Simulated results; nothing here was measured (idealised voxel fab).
process module | voxel wiring stack
cross-section cut | 265 nm wide | cells 5 nm
A cross-section is a grid of square cells, given in bands from the top down. A band is one or more rows of cells.
Each band's line starts with the height of the band's top and of its bottom, in nm. Then come its materials from left to right, each with its width in nm. One material with "throughout" fills the band from edge to edge. "air" is empty space.
Height 0 is the level under which the wafer as received is all one material. The lowest band goes on downwards, as in "0 down".
A width such as "30 to 40" changes by the same amount from each row of cells to the next, from the band's top row to its bottom row.
"no change" after a step means that no cell of the cross-section changed.
closed voids: empty space of 8 cells or more with no open way to the top, each as width x height at its distance from the left edge, in nm
after a step's settings: what the simulator itself notes on the step
overlay nm, on a step with a mask: how far to the right of its planned place the mask lay; to the left if negative
plan
1 op RECEIVE | material Si
2 op CONFORMAL_DEP | material SiO2 | thk nm 15
3 op CONFORMAL_DEP | material SiN | thk nm 5
4 op DIRECTIONAL_DEP | material SiO2 | thk nm 15
5 op PATTERN | tone open | mask id METAL_1 | material resist | width nm 20 | pitch nm 40 | thk nm 20 | overlay nm 0
6 op DIRECTIONAL_ETCH | etch materials SiO2 | depth nm 15
7 op DIRECTIONAL_ETCH | etch materials SiN | depth nm 5
8 op STRIP | etch materials resist
9 op CONFORMAL_DEP | material TiN | thk nm 5
10 op FILL_DEP | material Ru | thk nm 10
11 op CMP | height nm 35
12 op EPI | material Ru | thk nm 5
13 op FILL_DEP | material SiCN | thk nm 5
14 op DIRECTIONAL_DEP | material SiO2 | thk nm 20
15 op PATTERN | tone open | mask id PLUG_1 | material resist | width nm 15 | pitch nm 40 | thk nm 20 | overlay nm 0
16 op DIRECTIONAL_ETCH | etch materials SiO2 | depth nm 20
17 op DIRECTIONAL_ETCH | etch materials SiCN | depth nm 5
18 op STRIP | etch materials resist
19 op CONFORMAL_DEP | material TiN | thk nm 5
20 op FILL_DEP | material W | thk nm 10
21 op CMP | height nm 65
22 op DIRECTIONAL_DEP | material TiN | thk nm 5
23 op DIRECTIONAL_DEP | material W | thk nm 20
24 op MASKED_ETCH | tone cover | mask id METAL_2 | width nm 20 | pitch nm 40 | etch materials W | depth nm 20 | overlay nm 0
25 op MASKED_ETCH | tone cover | mask id METAL_2 | width nm 20 | pitch nm 40 | etch materials TiN | depth nm 5 | overlay nm 0
26 op CONFORMAL_DEP | material SiN | thk nm 5
27 op FILL_DEP | material SiO2 | thk nm 5
28 op CMP | height nm 90
29 op CONFORMAL_DEP | material SiCN | thk nm 5
30 op DIRECTIONAL_DEP | material SiO2 | thk nm 30
31 op PATTERN | tone open | mask id METAL_3 | material resist | width nm 20 | pitch nm 40 | thk nm 15 | overlay nm 0
32 op DIRECTIONAL_ETCH | etch materials SiO2 | depth nm 15
33 op STRIP | etch materials resist
34 op PATTERN | tone open | mask id METAL_3_HOLES | material resist | width nm 15 | pitch nm 40 | thk nm 15 | overlay nm 0
35 op DIRECTIONAL_ETCH | etch materials SiO2 | depth nm 15
36 op DIRECTIONAL_ETCH | etch materials SiCN | depth nm 5
37 op STRIP | etch materials resist
38 op CONFORMAL_DEP | material TiN | thk nm 5
39 op FILL_DEP | material Cu | thk nm 5
40 op CMP | height nm 125
41 op CONFORMAL_DEP | material SiN | thk nm 5
as received, after step 1
  0 down: Si throughout
  closed voids: none
first wafer at the end, as planned
  130 to 125: SiN throughout
  125 to 115: SiO2 100 | TiN 5 | Cu 10 | TiN 5 | SiO2 20 | TiN 5 | Cu 10 | TiN 5 | SiO2 105
  115 to 110: SiO2 100 | TiN 5 | Cu 5 | TiN 10 | SiO2 20 | TiN 5 | Cu 5 | TiN 10 | SiO2 105
  110 to 95: SiO2 100 | TiN 5 | Cu 5 | TiN 5 | SiO2 25 | TiN 5 | Cu 5 | TiN 5 | SiO2 110
  95 to 90: SiCN 100 | TiN 15 | SiCN 25 | TiN 15 | SiCN 110
  90 to 70: SiO2 95 | SiN 5 | W 20 | SiN 5 | SiO2 10 | SiN 5 | W 20 | SiN 5 | SiO2 100
  70 to 65: SiN 100 | TiN 20 | SiN 20 | TiN 20 | SiN 105
  65 to 45: SiO2 100 | TiN 5 | W 5 | TiN 5 | SiO2 25 | TiN 5 | W 5 | TiN 5 | SiO2 110
  45 to 40: SiCN 100 | TiN 15 | SiCN 25 | TiN 15 | SiCN 110
  40 to 35: SiCN 95 | Ru 30 | SiCN 10 | Ru 30 | SiCN 100
  35 to 20: SiO2 100 | TiN 5 | Ru 10 | TiN 5 | SiO2 20 | TiN 5 | Ru 10 | TiN 5 | SiO2 105
  20 to 15: SiN 100 | TiN 20 | SiN 20 | TiN 20 | SiN 105
  15 to 0: SiO2 throughout
  0 down: Si throughout
  closed voids: none
second wafer at the end: like start, like plan, one mistake
  130 to 125: SiN throughout
  125 to 115: SiO2 100 | TiN 5 | Cu 10 | TiN 5 | SiO2 20 | TiN 5 | Cu 10 | TiN 5 | SiO2 105
  115 to 110: SiO2 100 | TiN 5 | Cu 5 | TiN 10 | SiO2 20 | TiN 5 | Cu 5 | TiN 10 | SiO2 105
  110 to 95: SiO2 100 | TiN 5 | Cu 5 | TiN 5 | SiO2 25 | TiN 5 | Cu 5 | TiN 5 | SiO2 110
  95 to 90: SiCN 100 | TiN 15 | SiCN 25 | TiN 15 | SiCN 110
  90 to 70: SiO2 95 | SiN 5 | W 20 | SiN 5 | SiO2 10 | SiN 5 | W 20 | SiN 5 | SiO2 100
  70 to 65: SiN 100 | TiN 20 | SiN 20 | TiN 20 | SiN 105
  65 to 60: SiCN 100 | TiN 15 | SiCN 25 | TiN 15 | SiCN 110
  60 to 55: SiCN 95 | SiO2 30 | SiCN 10 | SiO2 30 | SiCN 100
  55 to 40: SiO2 throughout
  40 to 35: SiO2 95 | Ru 30 | SiO2 10 | Ru 30 | SiO2 100
  35 to 20: SiO2 100 | TiN 5 | Ru 10 | TiN 5 | SiO2 20 | TiN 5 | Ru 10 | TiN 5 | SiO2 105
  20 to 15: SiN 100 | TiN 20 | SiN 20 | TiN 20 | SiN 105
  15 to 0: SiO2 throughout
  0 down: Si throughout
  closed voids: none
what went wrong: steps 13 and 14 were swapped
at the end the second wafer has, in cells: 24 more of SiO2 | 16 fewer of TiN | 8 fewer of W
